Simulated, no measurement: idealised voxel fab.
Herein follows the process module entitled voxel self aligned contacts.
Square cell edge 5 nm, section width 295 nm, ID cut.
Notation: cross-section as square-cell grid; stated in bands, top first, going down; one or more cell rows per band. It is stipulated that each band's entry specify, in nanometres, the height of the top of the band and then that of its bottom, followed by the materials of the band in left-to-right sequence, each together with its width in nanometres. A single material marked by the word "all across" is understood to fill the band from edge to edge; the word "air" is understood to denote empty space. Heights from 0 (as-received wafer is one material below). Bottom band endless downward, as "0 nm and below". You'd read "30 to 40" like this: the band's top row of cells is as wide as the first number, its bottom row is as wide as the second, and going down, every row changes width by the same amount as the row before did. "all unchanged" means the step left every cell of the cross-section as it was. "Trapped voids" - sealed voids, min. 8 cells, no opening to top; format: width x height at distance (distance from left edge; nm throughout). The remark found on a step's line after its settings is issued by the simulator itself and pertains to that step. Steps that use a mask can have "overlay nm" on their line. It says how far the mask sat to the right of where it was meant to be. Negative means to the left.
### Process steps (planned)
1,RECEIVE, material Si
2,OXIDIZE, depth nm 5
3,DIRECTIONAL_DEP, material polySi, thk nm 30
4,DIRECTIONAL_DEP, material SiN, thk nm 20
5,DIRECTIONAL_DEP, material aC, thk nm 10
6,PATTERN, tone cover, mask id GATE, material resist, width nm 25, pitch nm 50, thk nm 25, overlay nm 0
7,DIRECTIONAL_ETCH, etch materials aC, depth nm 10
8,STRIP, etch materials resist
9,DIRECTIONAL_ETCH, etch materials SiN, depth nm 20
10,DIRECTIONAL_ETCH, etch materials polySi, depth nm 30
11,STRIP, etch materials aC
12,CONFORMAL_DEP, material SiN, thk nm 5
13,DIRECTIONAL_ETCH, etch materials SiN, depth nm 5
14,FILL_DEP, material SiO2, thk nm 15
15,CMP, height nm 60
16,DIRECTIONAL_DEP, material aC, thk nm 15
17,PATTERN, tone open, mask id CONTACT, material resist, width nm 35, pitch nm 50, thk nm 30, overlay nm 0
18,DIRECTIONAL_ETCH, etch materials aC, depth nm 15
19,STRIP, etch materials resist
20,DIRECTIONAL_ETCH, etch materials SiO2, depth nm 65
21,STRIP, etch materials aC
22,CONFORMAL_DEP, material TiN, thk nm 5
23,FILL_DEP, material Ru, thk nm 5
24,CMP, height nm 60
25,CONFORMAL_DEP, material SiN, thk nm 5
### As received (post step 1): cross-section
	0 nm and below  Si all across
	Trapped voids: none
### Wafer cross-section at module end: first of two, run to plan
	65 nm to 60 nm  SiN all across
	60 nm to 50 nm  SiO2=105 | TiN=5 to 15 | Ru=25 to 5 | TiN=5 to 15 | SiO2=15 | TiN=5 to 15 | Ru=25 to 5 | TiN=5 to 15 | SiO2=105
	50 nm to 30 nm  SiO2=80 | SiN=35 | TiN=5 | Ru=5 | TiN=5 | SiN=35 | TiN=5 | Ru=5 | TiN=5 | SiN=35 | SiO2=80
	30 nm to 0 nm  SiO2=80 | SiN=5 | polySi=25 | SiN=5 | TiN=5 | Ru=5 | TiN=5 | SiN=5 | polySi=25 | SiN=5 | TiN=5 | Ru=5 | TiN=5 | SiN=5 | polySi=25 | SiN=5 | SiO2=80
	0 nm to -5 nm  SiO2=115 | TiN=15 | SiO2=35 | TiN=15 | SiO2=115
	-5 nm and below  Si all across
	Trapped voids: none
### End of module, second wafer, cross-section. Started like the first, planned like the first, run with one mistake
	65 nm to 60 nm  SiN all across
	60 nm to 55 nm  Ru=100 | TiN=5 | SiO2=35 | TiN=5 | Ru=5 | TiN=5 | SiO2=35 | TiN=5 | Ru=100
	55 nm to 50 nm  Ru=75 | TiN=30 | SiO2=35 | TiN=15 | SiO2=35 | TiN=30 | Ru=75
	50 nm to 30 nm  Ru=75 | TiN=5 | SiN=35 | SiO2=15 | SiN=35 | SiO2=15 | SiN=35 | TiN=5 | Ru=75
	30 nm to 0 nm  Ru=75 | TiN=5 | SiN=5 | polySi=25 | SiN=5 | SiO2=15 | SiN=5 | polySi=25 | SiN=5 | SiO2=15 | SiN=5 | polySi=25 | SiN=5 | TiN=5 | Ru=75
	0 nm to -5 nm  TiN=80 | SiO2=135 | TiN=80
	-5 nm and below  Si all across
	Trapped voids: none
In executing the process, a mistake was made relative to the plan: not per plan at step 17, really ran PATTERN, tone cover, mask id CONTACT, material resist, width nm 35, pitch nm 50, thk nm 30, overlay nm 0
End check, counted in cells, second wafer has more or fewer of these materials than the first: Ru +339 | SiO2 -348 | TiN +9
